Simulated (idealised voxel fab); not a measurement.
Process module name: voxel transistor to metal
Cross-section cut spans 285 nm and uses square cells 5 nm in size.
Each cross-section below is a grid of square cells, stated as bands in top-down order, with one or more rows of cells making up each band.
Band: top and bottom heights (nm) first, top before bottom; then materials from left to right, widths in nm. "edge to edge" marks a sole material filling the band edge to edge. "air" denotes empty space.
For the purposes of this specification, 0 denotes the height below which the wafer in its as-received condition is composed wholly of one material, and the lowermost band, lacking a lower limit, extends downward without end, as expressed in "z 0 and below".
Width "30..40": first value at the band's top row of cells, second value at its bottom row, equal change from row to row.
Step note "nothing got changed" = no cross-section cell changed.
"Closed void listing" contains a list of empty spaces, each no smaller than 8 cells and without an open way to the top, written in the form width x height at distance with the distance from the left edge and all three in nm.
On a step's line, text after the settings is the simulator commenting on that step.
overlay nm: mask right of planned place by this much (step with mask). Neg. = left.
Before/after cross-section pairs, one process step each; after shown to lowest changed band; step and settings beneath. Pairs may be from different runs of this module on the same starting wafer; a pair continues from the one above only where its "Prior to step" entry says so.
### Prior to step
z 70 to 55: air: 60 / aC: 20 / air: 120 / aC: 20 / air: 65
z 55 to 25: SiCN edge to edge
z 25 to -5: polySi edge to edge
z -5 to -10: SiO2 edge to edge
z -10 to -45: SiO2: 20 / Si: 100 / SiO2: 40 / Si: 100 / SiO2: 25
z -45 and below: Si edge to edge
Closed void listing: none
### State After Step
z 70 to 55: air: 60 / aC: 20 / air: 120 / aC: 20 / air: 65
z 55 to 30: air: 60 / SiCN: 20 / air: 120 / SiCN: 20 / air: 65
For the remainder of the cross-section, below 30, there is no change.
Closed void listing: none
To go from the before cross-section above to the after cross-section, apply DIRECTIONAL_ETCH [etch materials SiCN] [depth nm 25]
Prior to step: The structure entering this step is exactly what the pair just above shows after its step.
### State After Step
z 55 to 30: air: 60 / SiCN: 20 / air: 120 / SiCN: 20 / air: 65
For the remainder of the cross-section, below 30, there is no change.
Closed void listing: none
To go from the before cross-section above to the after cross-section, apply STRIP [etch materials aC]
Prior to step: The structure entering this step is exactly what the pair just above shows after its step.
### State After Step
z 60 to 55: air: 55 / SiO2: 30 / air: 110 / SiO2: 30 / air: 60
z 55 to 35: air: 55 / SiO2: 5 / SiCN: 20 / SiO2: 5 / air: 110 / SiO2: 5 / SiCN: 20 / SiO2: 5 / air: 60
z 35 to 30: SiO2: 60 / SiCN: 20 / SiO2: 120 / SiCN: 20 / SiO2: 65
For the remainder of the cross-section, below 30, there is no change.
Closed void listing: none
To go from the before cross-section above to the after cross-section, apply CONFORMAL_DEP [material SiO2] [thk nm 5]
Prior to step: The structure entering this step is exactly what the pair just above shows after its step.
### State After Step
z 55 to 30: air: 55 / SiO2: 5 / SiCN: 20 / SiO2: 5 / air: 110 / SiO2: 5 / SiCN: 20 / SiO2: 5 / air: 60
For the remainder of the cross-section, below 30, there is no change.
Closed void listing: none
To go from the before cross-section above to the after cross-section, apply DIRECTIONAL_ETCH [etch materials SiO2] [depth nm 5]
Prior to step: The structure entering this step is exactly what the pair just above shows after its step.
### State After Step
z 60 to 55: air: 50 / SiN: 40 / air: 100 / SiN: 40 / air: 55
z 55 to 35: air: 50 / SiN: 5 / SiO2: 5 / SiCN: 20 / SiO2: 5 / SiN: 5 / air: 100 / SiN: 5 / SiO2: 5 / SiCN: 20 / SiO2: 5 / SiN: 5 / air: 55
z 35 to 30: SiN: 55 / SiO2: 5 / SiCN: 20 / SiO2: 5 / SiN: 110 / SiO2: 5 / SiCN: 20 / SiO2: 5 / SiN: 60
For the remainder of the cross-section, below 30, there is no change.
Closed void listing: none
To go from the before cross-section above to the after cross-section, apply CONFORMAL_DEP [material SiN] [thk nm 5]
Prior to step: The structure entering this step is exactly what the pair just above shows after its step.
### State After Step
z 55 to 30: air: 50 / SiN: 5 / SiO2: 5 / SiCN: 20 / SiO2: 5 / SiN: 5 / air: 100 / SiN: 5 / SiO2: 5 / SiCN: 20 / SiO2: 5 / SiN: 5 / air: 55
For the remainder of the cross-section, below 30, there is no change.
Closed void listing: none
To go from the before cross-section above to the after cross-section, apply DIRECTIONAL_ETCH [etch materials SiN] [depth nm 5]
Prior to step: The structure entering this step is exactly what the pair just above shows after its step.
### State After Step
z 55 to 50: air: 50 / SiN: 5 / air: 5 / SiCN: 20 / air: 5 / SiN: 5 / air: 100 / SiN: 5 / air: 5 / SiCN: 20 / air: 5 / SiN: 5 / air: 55
For the remainder of the cross-section, below 50, there is no change.
Closed void listing: none
To go from the before cross-section above to the after cross-section, apply DIRECTIONAL_ETCH [etch materials SiO2] [depth nm 5]
Prior to step: The structure entering this step is exactly what the pair just above shows after its step.
### State After Step
z 65 to 55: SiO2 edge to edge
z 55 to 30: SiO2: 50 / SiN: 5 / SiO2: 5 / SiCN: 20 / SiO2: 5 / SiN: 5 / SiO2: 100 / SiN: 5 / SiO2: 5 / SiCN: 20 / SiO2: 5 / SiN: 5 / SiO2: 55
For the remainder of the cross-section, below 30, there is no change.
Closed void listing: none
To go from the before cross-section above to the after cross-section, apply FILL_DEP [material SiO2] [thk nm 10]
Prior to step: The structure entering this step is exactly what the pair just above shows after its step.
### State After Step
z 40 to 30: SiO2: 50 / SiN: 5 / SiO2: 5 / SiCN: 20 / SiO2: 5 / SiN: 5 / SiO2: 100 / SiN: 5 / SiO2: 5 / SiCN: 20 / SiO2: 5 / SiN: 5 / SiO2: 55
For the remainder of the cross-section, below 30, there is no change.
Closed void listing: none
To go from the before cross-section above to the after cross-section, apply CMP [height nm 40]
Prior to step: The structure entering this step is exactly what the pair just above shows after its step.
### State After Step
z 55 to 40: SiO2 edge to edge
For the remainder of the cross-section, below 40, there is no change.
Closed void listing: none
To go from the before cross-section above to the after cross-section, apply DIRECTIONAL_DEP [material SiO2] [thk nm 15]
Prior to step: The structure entering this step is exactly what the pair just above shows after its step.
### State After Step
z 75 to 55: resist: 25 / air: 20 / resist: 50 / air: 20 / resist: 50 / air: 20 / resist: 50 / air: 20 / resist: 30
For the remainder of the cross-section, below 55, there is no change.
Closed void listing: none
To go from the before cross-section above to the after cross-section, apply PATTERN [tone open] [mask id CONTACT] [material resist] [width nm 20] [pitch nm 70] [thk nm 20] [overlay nm 0]
Prior to step: The structure entering this step is exactly what the pair just above shows after its step.
### State After Step
z 75 to 55: resist: 25 / air: 20 / resist: 50 / air: 20 / resist: 50 / air: 20 / resist: 50 / air: 20 / resist: 30
z 55 to 40: SiO2: 25 / air: 20 / SiO2: 50 / air: 20 / SiO2: 50 / air: 20 / SiO2: 50 / air: 20 / SiO2: 30
z 40 to 30: SiO2: 25 / air: 20 / SiO2: 5 / SiN: 5 / SiO2: 5 / SiCN: 20 / SiO2: 5 / SiN: 5 / SiO2: 5 / air: 20 / SiO2: 50 / air: 20 / SiO2: 5 / SiN: 5 / SiO2: 5 / SiCN: 20 / SiO2: 5 / SiN: 5 / SiO2: 5 / air: 20 / SiO2: 30
For the remainder of the cross-section, below 30, there is no change.
Closed void listing: none
To go from the before cross-section above to the after cross-section, apply DIRECTIONAL_ETCH [etch materials SiO2] [depth nm 60]
Prior to step: The structure entering this step is exactly what the pair just above shows after its step.
### State After Step
z 55 to 40: SiO2: 25 / air: 20 / SiO2: 50 / air: 20 / SiO2: 50 / air: 20 / SiO2: 50 / air: 20 / SiO2: 30
For the remainder of the cross-section, below 40, there is no change.
Closed void listing: none
To go from the before cross-section above to the after cross-section, apply STRIP [etch materials resist]
Prior to step: The structure entering this step is exactly what the pair just above shows after its step.
### State After Step
z 60 to 55: TiN: 30 / air: 10 / TiN: 60 / air: 10 / TiN: 60 / air: 10 / TiN: 60 / air: 10 / TiN: 35
z 55 to 40: SiO2: 25 / TiN: 5 / air: 10 / TiN: 5 / SiO2: 50 / TiN: 5 / air: 10 / TiN: 5 / SiO2: 50 / TiN: 5 / air: 10 / TiN: 5 / SiO2: 50 / TiN: 5 / air: 10 / TiN: 5 / SiO2: 30
z 40 to 35: SiO2: 25 / TiN: 5 / air: 10 / TiN: 5 / SiO2: 5 / SiN: 5 / SiO2: 5 / SiCN: 20 / SiO2: 5 / SiN: 5 / SiO2: 5 / TiN: 5 / air: 10 / TiN: 5 / SiO2: 50 / TiN: 5 / air: 10 / TiN: 5 / SiO2: 5 / SiN: 5 / SiO2: 5 / SiCN: 20 / SiO2: 5 / SiN: 5 / SiO2: 5 / TiN: 5 / air: 10 / TiN: 5 / SiO2: 30
z 35 to 30: SiO2: 25 / TiN: 20 / SiO2: 5 / SiN: 5 / SiO2: 5 / SiCN: 20 / SiO2: 5 / SiN: 5 / SiO2: 5 / TiN: 20 / SiO2: 50 / TiN: 20 / SiO2: 5 / SiN: 5 / SiO2: 5 / SiCN: 20 / SiO2: 5 / SiN: 5 / SiO2: 5 / TiN: 20 / SiO2: 30
For the remainder of the cross-section, below 30, there is no change.
Closed void listing: none
To go from the before cross-section above to the after cross-section, apply CONFORMAL_DEP [material TiN] [thk nm 5]
Prior to step: The structure entering this step is exactly what the pair just above shows after its step.
### State After Step
z 65 to 60: W edge to edge
z 60 to 55: TiN: 30 / W: 10 / TiN: 60 / W: 10 / TiN: 60 / W: 10 / TiN: 60 / W: 10 / TiN: 35
z 55 to 40: SiO2: 25 / TiN: 5 / W: 10 / TiN: 5 / SiO2: 50 / TiN: 5 / W: 10 / TiN: 5 / SiO2: 50 / TiN: 5 / W: 10 / TiN: 5 / SiO2: 50 / TiN: 5 / W: 10 / TiN: 5 / SiO2: 30
z 40 to 35: SiO2: 25 / TiN: 5 / W: 10 / TiN: 5 / SiO2: 5 / SiN: 5 / SiO2: 5 / SiCN: 20 / SiO2: 5 / SiN: 5 / SiO2: 5 / TiN: 5 / W: 10 / TiN: 5 / SiO2: 50 / TiN: 5 / W: 10 / TiN: 5 / SiO2: 5 / SiN: 5 / SiO2: 5 / SiCN: 20 / SiO2: 5 / SiN: 5 / SiO2: 5 / TiN: 5 / W: 10 / TiN: 5 / SiO2: 30
For the remainder of the cross-section, below 35, there is no change.
Closed void listing: none
To go from the before cross-section above to the after cross-section, apply FILL_DEP [material W] [thk nm 5]
Prior to step: The structure entering this step is exactly what the pair just above shows after its step.
### State After Step
z 55 to 40: SiO2: 25 / TiN: 5 / W: 10 / TiN: 5 / SiO2: 50 / TiN: 5 / W: 10 / TiN: 5 / SiO2: 50 / TiN: 5 / W: 10 / TiN: 5 / SiO2: 50 / TiN: 5 / W: 10 / TiN: 5 / SiO2: 30
For the remainder of the cross-section, below 40, there is no change.
Closed void listing: none
To go from the before cross-section above to the after cross-section, apply CMP [height nm 55]
Prior to step: The structure entering this step is exactly what the pair just above shows after its step.
### State After Step
z 60 to 55: SiCN edge to edge
For the remainder of the cross-section, below 55, there is no change.
Closed void listing: none
To go from the before cross-section above to the after cross-section, apply CONFORMAL_DEP [material SiCN] [thk nm 5]
Prior to step: The structure entering this step is exactly what the pair just above shows after its step.
### State After Step
z 80 to 60: SiO2 edge to edge
For the remainder of the cross-section, below 60, there is no change.
Closed void listing: none
To go from the before cross-section above to the after cross-section, apply DIRECTIONAL_DEP [material SiO2] [thk nm 20]
Prior to step: The structure entering this step is exactly what the pair just above shows after its step.
### State After Step
z 95 to 80: resist: 25 / air: 20 / resist: 50 / air: 20 / resist: 50 / air: 20 / resist: 50 / air: 20 / resist: 30
For the remainder of the cross-section, below 80, there is no change.
Closed void listing: none
To go from the before cross-section above to the after cross-section, apply PATTERN [tone open] [mask id METAL_1] [material resist] [width nm 20] [pitch nm 70] [thk nm 15] [overlay nm 0]
Prior to step: The structure entering this step is exactly what the pair just above shows after its step.
### State After Step
z 95 to 80: resist: 25 / air: 20 / resist: 50 / air: 20 / resist: 50 / air: 20 / resist: 50 / air: 20 / resist: 30
z 80 to 60: SiO2: 25 / air: 20 / SiO2: 50 / air: 20 / SiO2: 50 / air: 20 / SiO2: 50 / air: 20 / SiO2: 30
For the remainder of the cross-section, below 60, there is no change.
Closed void listing: none
To go from the before cross-section above to the after cross-section, apply DIRECTIONAL_ETCH [etch materials SiO2] [depth nm 20]
Prior to step: The structure entering this step is exactly what the pair just above shows after its step.
### State After Step
z 95 to 80: resist: 25 / air: 20 / resist: 50 / air: 20 / resist: 50 / air: 20 / resist: 50 / air: 20 / resist: 30
z 80 to 60: SiO2: 25 / air: 20 / SiO2: 50 / air: 20 / SiO2: 50 / air: 20 / SiO2: 50 / air: 20 / SiO2: 30
z 60 to 55: SiCN: 25 / air: 20 / SiCN: 50 / air: 20 / SiCN: 50 / air: 20 / SiCN: 50 / air: 20 / SiCN: 30
For the remainder of the cross-section, below 55, there is no change.
Closed void listing: none
To go from the before cross-section above to the after cross-section, apply DIRECTIONAL_ETCH [etch materials SiCN] [depth nm 5]
Prior to step: The structure entering this step is exactly what the pair just above shows after its step.
### State After Step
z 80 to 60: SiO2: 25 / air: 20 / SiO2: 50 / air: 20 / SiO2: 50 / air: 20 / SiO2: 50 / air: 20 / SiO2: 30
For the remainder of the cross-section, below 60, there is no change.
Closed void listing: none
To go from the before cross-section above to the after cross-section, apply STRIP [etch materials resist]
Prior to step: The structure entering this step is exactly what the pair just above shows after its step.
### State After Step
z 85 to 80: TiN: 30 / air: 10 / TiN: 60 / air: 10 / TiN: 60 / air: 10 / TiN: 60 / air: 10 / TiN: 35
z 80 to 60: SiO2: 25 / TiN: 5 / air: 10 / TiN: 5 / SiO2: 50 / TiN: 5 / air: 10 / TiN: 5 / SiO2: 50 / TiN: 5 / air: 10 / TiN: 5 / SiO2: 50 / TiN: 5 / air: 10 / TiN: 5 / SiO2: 30
z 60 to 55: SiCN: 25 / TiN: 20 / SiCN: 50 / TiN: 20 / SiCN: 50 / TiN: 20 / SiCN: 50 / TiN: 20 / SiCN: 30
For the remainder of the cross-section, below 55, there is no change.
Closed void listing: none
To go from the before cross-section above to the after cross-section, apply CONFORMAL_DEP [material TiN] [thk nm 5]
Prior to step: The structure entering this step is exactly what the pair just above shows after its step.
### State After Step
z 95 to 85: Cu edge to edge
z 85 to 80: TiN: 30 / Cu: 10 / TiN: 60 / Cu: 10 / TiN: 60 / Cu: 10 / TiN: 60 / Cu: 10 / TiN: 35
z 80 to 60: SiO2: 25 / TiN: 5 / Cu: 10 / TiN: 5 / SiO2: 50 / TiN: 5 / Cu: 10 / TiN: 5 / SiO2: 50 / TiN: 5 / Cu: 10 / TiN: 5 / SiO2: 50 / TiN: 5 / Cu: 10 / TiN: 5 / SiO2: 30
For the remainder of the cross-section, below 60, there is no change.
Closed void listing: none
To go from the before cross-section above to the after cross-section, apply FILL_DEP [material Cu] [thk nm 10]
Prior to step: The structure entering this step is exactly what the pair just above shows after its step.
### State After Step
z 80 to 60: SiO2: 25 / TiN: 5 / Cu: 10 / TiN: 5 / SiO2: 50 / TiN: 5 / Cu: 10 / TiN: 5 / SiO2: 50 / TiN: 5 / Cu: 10 / TiN: 5 / SiO2: 50 / TiN: 5 / Cu: 10 / TiN: 5 / SiO2: 30
For the remainder of the cross-section, below 60, there is no change.
Closed void listing: none
To go from the before cross-section above to the after cross-section, apply CMP [height nm 80]
Prior to step: The structure entering this step is exactly what the pair just above shows after its step.
### State After Step
z 85 to 80: SiN edge to edge
For the remainder of the cross-section, below 80, there is no change.
Closed void listing: none
To go from the before cross-section above to the after cross-section, apply CONFORMAL_DEP [material SiN] [thk nm 5]
### Prior to step
z 55 to 40: SiO2: 25 / TiN: 5 / W: 10 / TiN: 5 / SiO2: 50 / TiN: 5 / W: 10 / TiN: 5 / SiO2: 50 / TiN: 5 / W: 10 / TiN: 5 / SiO2: 50 / TiN: 5 / W: 10 / TiN: 5 / SiO2: 30
z 40 to 25: SiO2: 25 / TiN: 5 / W: 10 / TiN: 5 / SiO2: 5 / SiN: 5 / SiO2: 5 / SiCN: 20 / SiO2: 5 / SiN: 5 / SiO2: 5 / TiN: 5 / W: 10 / TiN: 5 / SiO2: 50 / TiN: 5 / W: 10 / TiN: 5 / SiO2: 5 / SiN: 5 / SiO2: 5 / SiCN: 20 / SiO2: 5 / SiN: 5 / SiO2: 5 / TiN: 5 / W: 10 / TiN: 5 / SiO2: 30
z 25 to 0: SiO2: 25 / TiN: 5 / W: 10 / TiN: 5 / SiO2: 5 / SiN: 5 / SiO2: 5 / polySi: 20 / SiO2: 5 / SiN: 5 / SiO2: 5 / TiN: 5 / W: 10 / TiN: 5 / SiO2: 50 / TiN: 5 / W: 10 / TiN: 5 / SiO2: 5 / SiN: 5 / SiO2: 5 / polySi: 20 / SiO2: 5 / SiN: 5 / SiO2: 5 / TiN: 5 / W: 10 / TiN: 5 / SiO2: 30
z 0 to -5: SiO2: 25 / TiN: 20 / SiO2: 5 / SiN: 5 / SiO2: 5 / polySi: 20 / SiO2: 5 / SiN: 5 / SiO2: 5 / TiN: 20 / SiO2: 50 / TiN: 20 / SiO2: 5 / SiN: 5 / SiO2: 5 / polySi: 20 / SiO2: 5 / SiN: 5 / SiO2: 5 / TiN: 20 / SiO2: 30
z -5 to -10: SiO2: 15 / pSi: 35 / SiO2: 40 / pSi: 35 / SiO2: 30 / pSi: 35 / SiO2: 40 / pSi: 35 / SiO2: 20
z -10 to -45: SiO2: 20 / Si: 100 / SiO2: 40 / Si: 100 / SiO2: 25
z -45 and below: Si edge to edge
Closed void listing: none
### State After Step
z 75 to 55: SiO2 edge to edge
For the remainder of the cross-section, below 55, there is no change.
Closed void listing: none
To go from the before cross-section above to the after cross-section, apply DIRECTIONAL_DEP [material SiO2] [thk nm 20]
Prior to step: The structure entering this step is exactly what the pair just above shows after its step.
### State After Step
z 80 to 75: SiCN edge to edge
For the remainder of the cross-section, below 75, there is no change.
Closed void listing: none
To go from the before cross-section above to the after cross-section, apply CONFORMAL_DEP [material SiCN] [thk nm 5]
Prior to step: The structure entering this step is exactly what the pair just above shows after its step.
### State After Step
z 95 to 80: resist: 25 / air: 20 / resist: 50 / air: 20 / resist: 50 / air: 20 / resist: 50 / air: 20 / resist: 30
For the remainder of the cross-section, below 80, there is no change.
Closed void listing: none
To go from the before cross-section above to the after cross-section, apply PATTERN [tone open] [mask id METAL_1] [material resist] [width nm 20] [pitch nm 70] [thk nm 15] [overlay nm 0]
Prior to step: The structure entering this step is exactly what the pair just above shows after its step.
### State After Step
z 95 to 80: resist: 25 / air: 20 / resist: 50 / air: 20 / resist: 50 / air: 20 / resist: 50 / air: 20 / resist: 30
z 80 to 75: SiCN: 25 / air: 20 / SiCN: 50 / air: 20 / SiCN: 50 / air: 20 / SiCN: 50 / air: 20 / SiCN: 30
For the remainder of the cross-section, below 75, there is no change.
Closed void listing: none
To go from the before cross-section above to the after cross-section, apply DIRECTIONAL_ETCH [etch materials SiCN] [depth nm 5]
Prior to step: The structure entering this step is exactly what the pair just above shows after its step.
### State After Step
z 80 to 75: SiCN: 25 / air: 20 / SiCN: 50 / air: 20 / SiCN: 50 / air: 20 / SiCN: 50 / air: 20 / SiCN: 30
For the remainder of the cross-section, below 75, there is no change.
Closed void listing: none
To go from the before cross-section above to the after cross-section, apply STRIP [etch materials resist]
Prior to step: The structure entering this step is exactly what the pair just above shows after its step.
### State After Step
z 85 to 80: TiN: 30 / air: 10 / TiN: 60 / air: 10 / TiN: 60 / air: 10 / TiN: 60 / air: 10 / TiN: 35
z 80 to 75: SiCN: 25 / TiN: 20 / SiCN: 50 / TiN: 20 / SiCN: 50 / TiN: 20 / SiCN: 50 / TiN: 20 / SiCN: 30
For the remainder of the cross-section, below 75, there is no change.
Closed void listing: none
To go from the before cross-section above to the after cross-section, apply CONFORMAL_DEP [material TiN] [thk nm 5]
Prior to step: The structure entering this step is exactly what the pair just above shows after its step.
### State After Step
z 95 to 85: Cu edge to edge
z 85 to 80: TiN: 30 / Cu: 10 / TiN: 60 / Cu: 10 / TiN: 60 / Cu: 10 / TiN: 60 / Cu: 10 / TiN: 35
For the remainder of the cross-section, below 80, there is no change.
Closed void listing: none
To go from the before cross-section above to the after cross-section, apply FILL_DEP [material Cu] [thk nm 10]
Prior to step: The structure entering this step is exactly what the pair just above shows after its step.
### State After Step
z 80 to 75: SiCN: 25 / TiN: 20 / SiCN: 50 / TiN: 20 / SiCN: 50 / TiN: 20 / SiCN: 50 / TiN: 20 / SiCN: 30
For the remainder of the cross-section, below 75, there is no change.
Closed void listing: none
To go from the before cross-section above to the after cross-section, apply CMP [height nm 80]
Prior to step: The structure entering this step is exactly what the pair just above shows after its step.
### State After Step
z 85 to 80: SiN edge to edge
For the remainder of the cross-section, below 80, there is no change.
Closed void listing: none
To go from the before cross-section above to the after cross-section, apply CONFORMAL_DEP [material SiN] [thk nm 5]
### Prior to step
z 65 to 60: W edge to edge
z 60 to 55: TiN: 30 / W: 10 / TiN: 60 / W: 10 / TiN: 60 / W: 10 / TiN: 60 / W: 10 / TiN: 35
z 55 to 40: SiO2: 25 / TiN: 5 / W: 10 / TiN: 5 / SiO2: 50 / TiN: 5 / W: 10 / TiN: 5 / SiO2: 50 / TiN: 5 / W: 10 / TiN: 5 / SiO2: 50 / TiN: 5 / W: 10 / TiN: 5 / SiO2: 30
z 40 to 25: SiO2: 25 / TiN: 5 / W: 10 / TiN: 5 / SiO2: 5 / SiN: 5 / SiO2: 5 / SiCN: 20 / SiO2: 5 / SiN: 5 / SiO2: 5 / TiN: 5 / W: 10 / TiN: 5 / SiO2: 50 / TiN: 5 / W: 10 / TiN: 5 / SiO2: 5 / SiN: 5 / SiO2: 5 / SiCN: 20 / SiO2: 5 / SiN: 5 / SiO2: 5 / TiN: 5 / W: 10 / TiN: 5 / SiO2: 30
z 25 to 0: SiO2: 25 / TiN: 5 / W: 10 / TiN: 5 / SiO2: 5 / SiN: 5 / SiO2: 5 / polySi: 20 / SiO2: 5 / SiN: 5 / SiO2: 5 / TiN: 5 / W: 10 / TiN: 5 / SiO2: 50 / TiN: 5 / W: 10 / TiN: 5 / SiO2: 5 / SiN: 5 / SiO2: 5 / polySi: 20 / SiO2: 5 / SiN: 5 / SiO2: 5 / TiN: 5 / W: 10 / TiN: 5 / SiO2: 30
z 0 to -5: SiO2: 25 / TiN: 20 / SiO2: 5 / SiN: 5 / SiO2: 5 / polySi: 20 / SiO2: 5 / SiN: 5 / SiO2: 5 / TiN: 20 / SiO2: 50 / TiN: 20 / SiO2: 5 / SiN: 5 / SiO2: 5 / polySi: 20 / SiO2: 5 / SiN: 5 / SiO2: 5 / TiN: 20 / SiO2: 30
z -5 to -10: SiO2: 15 / pSi: 35 / SiO2: 40 / pSi: 35 / SiO2: 30 / pSi: 35 / SiO2: 40 / pSi: 35 / SiO2: 20
z -10 to -45: SiO2: 20 / Si: 100 / SiO2: 40 / Si: 100 / SiO2: 25
z -45 and below: Si edge to edge
Closed void listing: none
### State After Step
z 60 to 55: TiN: 30 / W: 10 / TiN: 60 / W: 10 / TiN: 60 / W: 10 / TiN: 60 / W: 10 / TiN: 35
For the remainder of the cross-section, below 55, there is no change.
Closed void listing: none
To go from the before cross-section above to the after cross-section, apply CMP [height nm 60]
Prior to step: The structure entering this step is exactly what the pair just above shows after its step.
### State After Step
z 65 to 60: SiCN edge to edge
For the remainder of the cross-section, below 60, there is no change.
Closed void listing: none
To go from the before cross-section above to the after cross-section, apply CONFORMAL_DEP [material SiCN] [thk nm 5]
Prior to step: The structure entering this step is exactly what the pair just above shows after its step.
### State After Step
z 85 to 65: SiO2 edge to edge
For the remainder of the cross-section, below 65, there is no change.
Closed void listing: none
To go from the before cross-section above to the after cross-section, apply DIRECTIONAL_DEP [material SiO2] [thk nm 20]
Prior to step: The structure entering this step is exactly what the pair just above shows after its step.
### State After Step
z 100 to 85: resist: 25 / air: 20 / resist: 50 / air: 20 / resist: 50 / air: 20 / resist: 50 / air: 20 / resist: 30
For the remainder of the cross-section, below 85, there is no change.
Closed void listing: none
To go from the before cross-section above to the after cross-section, apply PATTERN [tone open] [mask id METAL_1] [material resist] [width nm 20] [pitch nm 70] [thk nm 15] [overlay nm 0]
Prior to step: The structure entering this step is exactly what the pair just above shows after its step.
### State After Step
z 100 to 85: resist: 25 / air: 20 / resist: 50 / air: 20 / resist: 50 / air: 20 / resist: 50 / air: 20 / resist: 30
z 85 to 65: SiO2: 25 / air: 20 / SiO2: 50 / air: 20 / SiO2: 50 / air: 20 / SiO2: 50 / air: 20 / SiO2: 30
For the remainder of the cross-section, below 65, there is no change.
Closed void listing: none
To go from the before cross-section above to the after cross-section, apply DIRECTIONAL_ETCH [etch materials SiO2] [depth nm 20]
Prior to step: The structure entering this step is exactly what the pair just above shows after its step.
### State After Step
z 100 to 85: resist: 25 / air: 20 / resist: 50 / air: 20 / resist: 50 / air: 20 / resist: 50 / air: 20 / resist: 30
z 85 to 65: SiO2: 25 / air: 20 / SiO2: 50 / air: 20 / SiO2: 50 / air: 20 / SiO2: 50 / air: 20 / SiO2: 30
z 65 to 60: SiCN: 25 / air: 20 / SiCN: 50 / air: 20 / SiCN: 50 / air: 20 / SiCN: 50 / air: 20 / SiCN: 30
For the remainder of the cross-section, below 60, there is no change.
Closed void listing: none
To go from the before cross-section above to the after cross-section, apply DIRECTIONAL_ETCH [etch materials SiCN] [depth nm 5]
Prior to step: The structure entering this step is exactly what the pair just above shows after its step.
### State After Step
z 85 to 65: SiO2: 25 / air: 20 / SiO2: 50 / air: 20 / SiO2: 50 / air: 20 / SiO2: 50 / air: 20 / SiO2: 30
For the remainder of the cross-section, below 65, there is no change.
Closed void listing: none
To go from the before cross-section above to the after cross-section, apply STRIP [etch materials resist]
Prior to step: The structure entering this step is exactly what the pair just above shows after its step.
### State After Step
z 90 to 85: TiN: 30 / air: 10 / TiN: 60 / air: 10 / TiN: 60 / air: 10 / TiN: 60 / air: 10 / TiN: 35
z 85 to 65: SiO2: 25 / TiN: 5 / air: 10 / TiN: 5 / SiO2: 50 / TiN: 5 / air: 10 / TiN: 5 / SiO2: 50 / TiN: 5 / air: 10 / TiN: 5 / SiO2: 50 / TiN: 5 / air: 10 / TiN: 5 / SiO2: 30
z 65 to 60: SiCN: 25 / TiN: 20 / SiCN: 50 / TiN: 20 / SiCN: 50 / TiN: 20 / SiCN: 50 / TiN: 20 / SiCN: 30
For the remainder of the cross-section, below 60, there is no change.
Closed void listing: none
To go from the before cross-section above to the after cross-section, apply CONFORMAL_DEP [material TiN] [thk nm 5]
Prior to step: The structure entering this step is exactly what the pair just above shows after its step.
### State After Step
z 100 to 90: Cu edge to edge
z 90 to 85: TiN: 30 / Cu: 10 / TiN: 60 / Cu: 10 / TiN: 60 / Cu: 10 / TiN: 60 / Cu: 10 / TiN: 35
z 85 to 65: SiO2: 25 / TiN: 5 / Cu: 10 / TiN: 5 / SiO2: 50 / TiN: 5 / Cu: 10 / TiN: 5 / SiO2: 50 / TiN: 5 / Cu: 10 / TiN: 5 / SiO2: 50 / TiN: 5 / Cu: 10 / TiN: 5 / SiO2: 30
For the remainder of the cross-section, below 65, there is no change.
Closed void listing: none
To go from the before cross-section above to the after cross-section, apply FILL_DEP [material Cu] [thk nm 10]
Prior to step: The structure entering this step is exactly what the pair just above shows after its step.
### State After Step
z 80 to 65: SiO2: 25 / TiN: 5 / Cu: 10 / TiN: 5 / SiO2: 50 / TiN: 5 / Cu: 10 / TiN: 5 / SiO2: 50 / TiN: 5 / Cu: 10 / TiN: 5 / SiO2: 50 / TiN: 5 / Cu: 10 / TiN: 5 / SiO2: 30
For the remainder of the cross-section, below 65, there is no change.
Closed void listing: none
To go from the before cross-section above to the after cross-section, apply CMP [height nm 80]
Prior to step: The structure entering this step is exactly what the pair just above shows after its step.
### State After Step
z 85 to 80: SiN edge to edge
For the remainder of the cross-section, below 80, there is no change.
Closed void listing: none
To go from the before cross-section above to the after cross-section, apply CONFORMAL_DEP [material SiN] [thk nm 5]
### Prior to step
z 55 to 40: SiO2 edge to edge
z 40 to 25: SiO2: 50 / SiN: 5 / SiO2: 5 / SiCN: 20 / SiO2: 5 / SiN: 5 / SiO2: 100 / SiN: 5 / SiO2: 5 / SiCN: 20 / SiO2: 5 / SiN: 5 / SiO2: 55
z 25 to -5: SiO2: 50 / SiN: 5 / SiO2: 5 / polySi: 20 / SiO2: 5 / SiN: 5 / SiO2: 100 / SiN: 5 / SiO2: 5 / polySi: 20 / SiO2: 5 / SiN: 5 / SiO2: 55
z -5 to -10: SiO2: 15 / pSi: 35 / SiO2: 40 / pSi: 35 / SiO2: 30 / pSi: 35 / SiO2: 40 / pSi: 35 / SiO2: 20
z -10 to -45: SiO2: 20 / Si: 100 / SiO2: 40 / Si: 100 / SiO2: 25
z -45 and below: Si edge to edge
Closed void listing: none
### State After Step
z 75 to 55: resist: 30 / air: 15 / resist: 55 / air: 15 / resist: 55 / air: 15 / resist: 55 / air: 15 / resist: 30
For the remainder of the cross-section, below 55, there is no change.
Closed void listing: none
To go from the before cross-section above to the after cross-section, apply PATTERN [tone open] [mask id CONTACT] [material resist] [width nm 15] [pitch nm 70] [thk nm 20] [overlay nm 0]
Prior to step: The structure entering this step is exactly what the pair just above shows after its step.
### State After Step
z 75 to 55: resist: 30 / air: 15 / resist: 55 / air: 15 / resist: 55 / air: 15 / resist: 55 / air: 15 / resist: 30
z 55 to 40: SiO2: 30 / air: 15 / SiO2: 55 / air: 15 / SiO2: 55 / air: 15 / SiO2: 55 / air: 15 / SiO2: 30
z 40 to 25: SiO2: 30 / air: 15 / SiO2: 5 / SiN: 5 / SiO2: 5 / SiCN: 20 / SiO2: 5 / SiN: 5 / SiO2: 10 / air: 15 / SiO2: 55 / air: 15 / SiO2: 5 / SiN: 5 / SiO2: 5 / SiCN: 20 / SiO2: 5 / SiN: 5 / SiO2: 10 / air: 15 / SiO2: 30
z 25 to -5: SiO2: 30 / air: 15 / SiO2: 5 / SiN: 5 / SiO2: 5 / polySi: 20 / SiO2: 5 / SiN: 5 / SiO2: 10 / air: 15 / SiO2: 55 / air: 15 / SiO2: 5 / SiN: 5 / SiO2: 5 / polySi: 20 / SiO2: 5 / SiN: 5 / SiO2: 10 / air: 15 / SiO2: 30
For the remainder of the cross-section, below -5, there is no change.
Closed void listing: none
To go from the before cross-section above to the after cross-section, apply DIRECTIONAL_ETCH [etch materials SiO2] [depth nm 60]
